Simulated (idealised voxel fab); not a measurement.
The process module that follows is named voxel ribs on slabs.
Cross-section cut spans 280 nm and uses square cells 5 nm in size.
The cross-sections in this document take the form of a grid made of square cells. They are written out as bands, in order from top to bottom. Each band consists of one or more rows of cells. Per band: top height and bottom height in nm, followed by the left-to-right materials and their widths in nm; "edge to edge" marks a single material spanning edge to edge, "air" marks empty space. Zero point of the height axis is 0; under it, received wafer = one material. Lowest band: continues down indefinitely, "0..down". A width given as "30 to 40" starts at the first number in the band's top row and ends at the second number in its bottom row, shifting by an equal amount at every step from row to row. Basically "same as before" means that step didn't change any cell in the cross-section. "Cavities, sealed" contains a list of empty spaces, each no smaller than 8 cells and without an open way to the top, written in the form width x height at distance with the distance from the left edge and all three in nm. Note: text after step settings on the step line = simulator remark on that step. Each step line may optionally specify "overlay nm", which for a step with a mask gives the rightward distance between the mask's planned place and where it lay, a negative value indicating the leftward direction.

### Planned process steps
step 1: RECEIVE, material Si
step 2: DIRECTIONAL_DEP, material SiO2, thk nm 25
step 3: DIRECTIONAL_DEP, material SiN, thk nm 25
step 4: DIRECTIONAL_DEP, material aC, thk nm 15
step 5: PATTERN, tone cover, mask id RIB, material resist, width nm 30, thk nm 30, overlay nm 0
step 6: DIRECTIONAL_ETCH, etch materials aC, depth nm 15
step 7: STRIP, etch materials resist
step 8: DIRECTIONAL_ETCH, etch materials SiN, depth nm 15
step 9: STRIP, etch materials aC
step 10: PATTERN, tone cover, mask id SLAB, material resist, width nm 60, thk nm 20, overlay nm 0
step 11: DIRECTIONAL_ETCH, etch materials SiN, depth nm 10
step 12: STRIP, etch materials resist
step 13: FILL_DEP, material SiO2, thk nm 20
step 14: CMP, height nm 60
step 15: DIRECTIONAL_DEP, material TiN, thk nm 5
step 16: MASKED_ETCH, tone cover, mask id HEATER, width nm 40, etch materials TiN, depth nm 5, overlay nm 0
step 17: CONFORMAL_DEP, material SiN, thk nm 5

### Received-state cross-section, reflecting completion of step 1
    0..down | Si edge to edge
    Cavities, sealed: none

### Module complete - cross-section of the first of two wafers, run according to plan
    70..65 | air (115)  SiN (50)  air (115)
    65..60 | SiN (120)  TiN (40)  SiN (120)
    60..50 | SiO2 edge to edge
    50..35 | SiO2 (125)  SiN (30)  SiO2 (125)
    35..25 | SiO2 (110)  SiN (60)  SiO2 (110)
    25..0 | SiO2 edge to edge
    0..down | Si edge to edge
    Cavities, sealed: none

### Second wafer through the module, sectioned at the end: same beginning and same plan as the first wafer, with one mistake in carrying it out
    70..65 | air (115)  SiN (50)  air (115)
    65..60 | SiN (120)  TiN (40)  SiN (120)
    60..50 | aC edge to edge
    50..35 | aC (125)  SiN (30)  aC (125)
    35..25 | aC (110)  SiN (60)  aC (110)
    25..0 | SiO2 edge to edge
    0..down | Si edge to edge
    Cavities, sealed: none
Misprocessing identified: in deviation from the planned setting, step 13 was conducted as FILL_DEP, material aC, thk nm 20
In the final state, the cell counts of the second wafer exceed or fall short of those of the first for the following materials: SiO2: 350 fewer, aC: 350 more
